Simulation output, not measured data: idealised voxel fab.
Title: Process Module voxel plated lines
Section cut is 235 nm wide and gridded with 5 nm square cells.
Cross-section, as written here: a square-cell grid given band by band from the top down, where a band holds one or more rows of cells.
The entry gives the band's vertical extent as a top height and a bottom height in nm, then its horizontal make-up as materials from left to right, each with a width in nm. "empty" stands for empty space; a single material marked "everywhere" fills the band edge to edge.
The reference from which all heights are counted is 0, the level beneath which the as-received wafer is entirely one material; the lowest band, having no lower bound, proceeds downward and is written after the example "0 -> down".
Graded width ("30..40"): value in top row of band = first number; value in bottom row = second number; row-to-row change constant.
Step marked "no modifications"? Then no cell in the cross-section changed in it.
Entry "Enclosed void catalog" = empty spaces >= 8 cells with no open way to the top; each as width x height at distance, distance from left edge, all nm.
Note: text after step settings on the step line = simulator remark on that step.
The optional step-line setting "overlay nm" applies to steps with a mask and quantifies how far to the right of its planned location the mask lay, a negative value indicating leftward placement.
SO HERE'S THE LINEUP OF PROCESS STEPS WE PLANNED
1: op RECEIVE | material Si
2: op CONFORMAL_DEP | material SiO2 | thk nm 15
3: op DIRECTIONAL_DEP | material TiN | thk nm 5
4: op PATTERN | tone open | mask id LINES | material resist | width nm 25 | pitch nm 45 | thk nm 20 | overlay nm 0
5: op EPI | material Ru | thk nm 10
6: op STRIP | etch materials resist
7: op DIRECTIONAL_ETCH | etch materials TiN | depth nm 5
8: op CONFORMAL_DEP | material SiO2 | thk nm 5
Across this set of wafers, the varied parameter is the thk nm of step 3. Starting conditions are identical for every wafer, and the plan reports the value assigned to the first wafer.
THE AS-RECEIVED CROSS-SECTION OF THE FIRST OF SEVERAL WAFERS CORRESPONDS TO THE STATE AFTER STEP 1
  0 -> down | Si everywhere
  Enclosed void catalog: none
WAFER ROWS, END OF MODULE: CELLS PER MATERIAL GAINED (+) OR LOST (-) SINCE RECEIPT; CLOSED VOIDS LAST
thk nm 5; +30 Ru; +206 SiO2; +15 TiN; Enclosed void catalog: none
thk nm 10; +30 Ru; +206 SiO2; +62 TiN; Enclosed void catalog: none
thk nm 15; +30 Ru; +206 SiO2; +109 TiN; Enclosed void catalog: none
thk nm 20; +30 Ru; +206 SiO2; +156 TiN; Enclosed void catalog: none
